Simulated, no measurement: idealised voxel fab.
process module | voxel transistor to metal
cross-section cut | 195 nm wide | cells 5 nm
A cross-section is a grid of square cells, given in bands from the top down. A band is one or more rows of cells.
Each band's line starts with the height of the band's top and of its bottom, in nm. Then come its materials from left to right, each with its width in nm. One material with "throughout" fills the band from edge to edge. "air" is empty space.
Height 0 is the level under which the wafer as received is all one material. The lowest band goes on downwards, as in "0 down".
A width such as "30 to 40" changes by the same amount from each row of cells to the next, from the band's top row to its bottom row.
"no change" after a step means that no cell of the cross-section changed.
closed voids: empty space of 8 cells or more with no open way to the top, each as width x height at its distance from the left edge, in nm
after a step's settings: what the simulator itself notes on the step
overlay nm, on a step with a mask: how far to the right of its planned place the mask lay; to the left if negative
plan
1 op RECEIVE | material Si
2 op OXIDIZE | depth nm 5
3 op CONFORMAL_DEP | material SiN | thk nm 10
4 op MASKED_ETCH | tone cover | mask id ACTIVE | width nm 115 | etch materials SiN | depth nm 10 | overlay nm 0
5 op MASKED_ETCH | tone cover | mask id ACTIVE | width nm 115 | etch materials SiO2 | depth nm 5 | overlay nm 0
6 op MASKED_ETCH | tone cover | mask id ACTIVE | width nm 115 | etch materials Si | depth nm 30 | overlay nm 0
7 op FILL_DEP | material SiO2 | thk nm 15
8 op CMP | height nm 10
9 op SELECTIVE_ETCH | etch materials SiO2 | depth nm 10
10 op STRIP | etch materials SiN
11 op SELECTIVE_ETCH | etch materials SiO2 | depth nm 5
12 op OXIDIZE | depth nm 5
13 op DIRECTIONAL_DEP | material polySi | thk nm 25
14 op DIRECTIONAL_DEP | material SiCN | thk nm 15
15 op PATTERN | tone cover | mask id GATE | material resist | width nm 35 | thk nm 15 | overlay nm 0
16 op DIRECTIONAL_ETCH | etch materials SiCN | depth nm 25
17 op DIRECTIONAL_ETCH | etch materials polySi | depth nm 35
18 op STRIP | etch materials resist
19 op CONFORMAL_DEP | material SiN | thk nm 10
20 op DIRECTIONAL_ETCH | etch materials SiN | depth nm 10
21 op DIRECTIONAL_ETCH | etch materials SiO2 | depth nm 5
22 op EPI | material SiGe | thk nm 5
23 op FILL_DEP | material SiO2 | thk nm 5
24 op CMP | height nm 20
25 op STRIP | etch materials polySi
26 op SELECTIVE_ETCH | etch materials SiO2 | depth nm 5
27 op CONFORMAL_DEP | material HfO2 | thk nm 5
28 op CONFORMAL_DEP | material TiN | thk nm 5
29 op FILL_DEP | material W | thk nm 10
30 op CMP | height nm 15
31 op DIRECTIONAL_DEP | material SiO2 | thk nm 10
32 op MASKED_ETCH | tone open | mask id CONTACT | width nm 15 | pitch nm 80 | etch materials SiO2 | depth nm 30 | overlay nm 0
33 op CONFORMAL_DEP | material TiN | thk nm 5
34 op FILL_DEP | material W | thk nm 10
35 op CMP | height nm 25
36 op CONFORMAL_DEP | material SiCN | thk nm 5
37 op DIRECTIONAL_DEP | material SiO2 | thk nm 15
38 op MASKED_ETCH | tone open | mask id METAL_1 | width nm 15 | pitch nm 80 | etch materials SiO2 | depth nm 15 | overlay nm 0
39 op MASKED_ETCH | tone open | mask id METAL_1 | width nm 15 | pitch nm 80 | etch materials SiCN | depth nm 5 | overlay nm 0
40 op CONFORMAL_DEP | material TiN | thk nm 5
41 op FILL_DEP | material W | thk nm 10
42 op CMP | height nm 45
43 op CONFORMAL_DEP | material SiCN | thk nm 5
44 op DIRECTIONAL_DEP | material SiO2 | thk nm 35
45 op MASKED_ETCH | tone open | mask id METAL_2 | width nm 15 | pitch nm 80 | etch materials SiO2 | depth nm 20 | overlay nm 0
46 op DIRECTIONAL_DEP | material aC | thk nm 15
47 op PATTERN | tone open | mask id METAL_2_HOLES | material resist | width nm 15 | pitch nm 80 | thk nm 30 | overlay nm 0
48 op DIRECTIONAL_ETCH | etch materials aC | depth nm 15
49 op STRIP | etch materials resist
50 op DIRECTIONAL_ETCH | etch materials SiO2 | depth nm 15
51 op DIRECTIONAL_ETCH | etch materials SiCN | depth nm 5
52 op STRIP | etch materials aC
53 op CONFORMAL_DEP | material TiN | thk nm 5
54 op FILL_DEP | material Ru | thk nm 10
55 op CMP | height nm 85
56 op CONFORMAL_DEP | material SiN | thk nm 5
as received, after step 1
  0 down: Si throughout
  closed voids: none
first wafer at the end, as planned
  90 to 85: SiN throughout
  85 to 50: SiO2 50 | TiN 5 | Ru 5 | TiN 5 | SiO2 65 | TiN 5 | Ru 5 | TiN 5 | SiO2 50
  50 to 45: SiCN 50 | TiN 15 | SiCN 65 | TiN 15 | SiCN 50
  45 to 30: SiO2 50 | TiN 5 | W 5 | TiN 5 | SiO2 65 | TiN 5 | W 5 | TiN 5 | SiO2 50
  30 to 25: SiCN 50 | TiN 15 | SiCN 65 | TiN 15 | SiCN 50
  25 to 15: SiO2 50 | TiN 5 | W 5 | TiN 5 | SiO2 65 | TiN 5 | W 5 | TiN 5 | SiO2 50
  15 to 0: SiO2 50 | TiN 5 | W 5 | TiN 5 | SiO2 5 | SiN 10 | HfO2 5 | TiN 5 | W 15 | TiN 5 | HfO2 5 | SiN 10 | SiO2 5 | TiN 5 | W 5 | TiN 5 | SiO2 50
  0 to -5: SiO2 50 | TiN 15 | SiO2 5 | SiN 10 | HfO2 5 | TiN 25 | HfO2 5 | SiN 10 | SiO2 5 | TiN 15 | SiO2 50
  -5 to -10: SiO2 35 | SiGe 35 | SiO2 5 | HfO2 45 | SiO2 5 | SiGe 35 | SiO2 35
  -10 to -35: SiO2 40 | Si 115 | SiO2 40
  -35 down: Si throughout
  closed voids: none
second wafer at the end: like start, like plan, one mistake
  90 to 85: SiN throughout
  85 to 50: SiO2 50 | TiN 5 | Ru 5 | TiN 5 | SiO2 65 | TiN 5 | Ru 5 | TiN 5 | SiO2 50
  50 to 45: SiCN 50 | TiN 15 | SiCN 65 | TiN 15 | SiCN 50
  45 to 30: SiO2 50 | TiN 5 | W 5 | TiN 5 | SiO2 65 | TiN 5 | W 5 | TiN 5 | SiO2 50
  30 to 25: SiCN 50 | TiN 15 | SiCN 65 | TiN 15 | SiCN 50
  25 to 15: SiO2 50 | TiN 5 | W 5 | TiN 5 | SiO2 65 | TiN 5 | W 5 | TiN 5 | SiO2 50
  15 to 0: SiO2 50 | TiN 5 | W 5 | TiN 5 | SiO2 10 | SiN 10 | HfO2 5 | TiN 5 | W 5 | TiN 5 | HfO2 5 | SiN 10 | SiO2 10 | TiN 5 | W 5 | TiN 5 | SiO2 50
  0 to -5: SiO2 50 | TiN 15 | SiO2 10 | SiN 10 | HfO2 5 | TiN 15 | HfO2 5 | SiN 10 | SiO2 10 | TiN 15 | SiO2 50
  -5 to -10: SiO2 35 | SiGe 40 | SiO2 5 | HfO2 35 | SiO2 5 | SiGe 40 | SiO2 35
  -10 to -35: SiO2 40 | Si 115 | SiO2 40
  -35 down: Si throughout
  closed voids: none
what went wrong: step 15 ran as: op PATTERN | tone cover | mask id GATE | material resist | width nm 25 | thk nm 15 | overlay nm 0
at the end the second wafer has, in cells: 2 fewer of HfO2 | 2 more of SiGe | 8 more of SiO2 | 2 fewer of TiN | 6 fewer of W
